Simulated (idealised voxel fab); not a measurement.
The following is a process module called voxel capacitor over wiring.
Shown is cross-section cut, with a width of 255 nm and square cells of size 5 nm.
Bands, listed from the top down, are how a cross-section gets written in this document; the cross-section itself is a grid of square cells, and a band is one or more rows of them.
Quick guide to a band line: top height, bottom height (nm) up front; then every material left to right with its width in nm. Only one material and it's marked "edge to edge"? Then it fills the band edge to edge. And "empty" just means empty space.
Heights from 0 (as-received wafer is one material below). Bottom band endless downward, as "from 0 down".
A two-number width, for instance "30 to 40", indicates that the width is equal to the first number in the top row of the band and to the second number in the bottom row, and that it changes by a constant amount per row of cells.
Step marked "changes: none"? Then no cell in the cross-section changed in it.
This entry, "Enclosed empty spaces", enumerates those empty regions of no fewer than 8 cells that possess no open connection to the top. Each region is reported in the form width x height at distance, the distance being taken from the left edge, with all three quantities expressed in nm.
Anything after a step's settings on that line? It's the simulator's own note about the step.
The optional step-line setting "overlay nm" applies to steps with a mask and quantifies how far to the right of its planned location the mask lay, a negative value indicating leftward placement.
Process steps - plan:
1: RECEIVE [material Si]
2: CONFORMAL_DEP [material SiO2] [thk nm 15]
3: CONFORMAL_DEP [material SiCN] [thk nm 5]
4: DIRECTIONAL_DEP [material lowk] [thk nm 15]
5: PATTERN [tone open] [mask id METAL_1] [material resist] [width nm 25] [pitch nm 90] [thk nm 15] [overlay nm 0]
6: DIRECTIONAL_ETCH [etch materials lowk] [depth nm 15]
7: DIRECTIONAL_ETCH [etch materials SiCN] [depth nm 5]
8: STRIP [etch materials resist]
9: CONFORMAL_DEP [material TiN] [thk nm 5]
10: FILL_DEP [material Cu] [thk nm 5]
11: CMP [height nm 35]
12: EPI [material Ru] [thk nm 5]
13: FILL_DEP [material SiCN] [thk nm 5]
14: DIRECTIONAL_DEP [material lowk] [thk nm 15]
15: DIRECTIONAL_DEP [material aC] [thk nm 10]
16: PATTERN [tone open] [mask id PLUG_1] [material resist] [width nm 15] [thk nm 25] [overlay nm 0]
17: DIRECTIONAL_ETCH [etch materials aC] [depth nm 10]
18: STRIP [etch materials resist]
19: DIRECTIONAL_ETCH [etch materials lowk] [depth nm 15]
20: DIRECTIONAL_ETCH [etch materials SiCN] [depth nm 5]
21: STRIP [etch materials aC]
22: EPI [material Ru] [thk nm 10]
23: EPI [material Ru] [thk nm 10]
24: DIRECTIONAL_DEP [material TiN] [thk nm 5]
25: DIRECTIONAL_DEP [material SiN] [thk nm 5]
26: DIRECTIONAL_DEP [material TiN] [thk nm 10]
27: MASKED_ETCH [tone cover] [mask id UPPER_PLATE] [width nm 70] [etch materials TiN] [depth nm 10] [overlay nm 0]
28: MASKED_ETCH [tone cover] [mask id UPPER_PLATE] [width nm 70] [etch materials SiN] [depth nm 5] [overlay nm 0]
29: PATTERN [tone cover] [mask id LOWER_PLATE] [material resist] [width nm 80] [thk nm 15] [overlay nm 0]
30: DIRECTIONAL_ETCH [etch materials TiN] [depth nm 5]
31: STRIP [etch materials resist]
32: FILL_DEP [material SiO2] [thk nm 15]
33: CMP [height nm 90]
34: PATTERN [tone open] [mask id PLUG_2] [material resist] [width nm 15] [thk nm 15] [overlay nm 0]
35: DIRECTIONAL_ETCH [etch materials SiO2] [depth nm 10]
36: STRIP [etch materials resist]
37: CONFORMAL_DEP [material TiN] [thk nm 5]
38: FILL_DEP [material W] [thk nm 5]
39: CMP [height nm 90]
40: CONFORMAL_DEP [material SiN] [thk nm 5]
This is the cross-section of the wafer as we received it, i.e. after step 1:
from 0 down = Si edge to edge
Enclosed empty spaces: none
The module was run from the start shown above using the plan shown above, but one mistake was made doing it; the resulting wafer cross-section is below:
from 95 to 90 = SiN edge to edge
from 90 to 85 = SiO2 (90), lowk (5), W (5), lowk (5), SiO2 (150)
from 85 to 80 = SiO2 (90), lowk (15), SiO2 (150)
from 80 to 70 = SiO2 (80), TiN (70), SiO2 (105)
from 70 to 65 = SiO2 (80), SiN (70), SiO2 (105)
from 65 to 60 = SiO2 (75), TiN (80), SiO2 (100)
from 60 to 45 = lowk (80), Ru (15), lowk (160)
from 45 to 40 = SiCN (80), Ru (15), SiCN (160)
from 40 to 35 = SiCN (65), Ru (35), SiCN (55), Ru (35), SiCN (65)
from 35 to 20 = lowk (70), TiN (5), Cu (15), TiN (5), lowk (65), TiN (5), Cu (15), TiN (5), lowk (70)
from 20 to 15 = SiCN (70), TiN (25), SiCN (65), TiN (25), SiCN (70)
from 15 to 0 = SiO2 edge to edge
from 0 down = Si edge to edge
Enclosed empty spaces: none
Here's what went sideways: step 37 was run on a setting that differed from the plan, and what really ran there is CONFORMAL_DEP [material lowk] [thk nm 5]
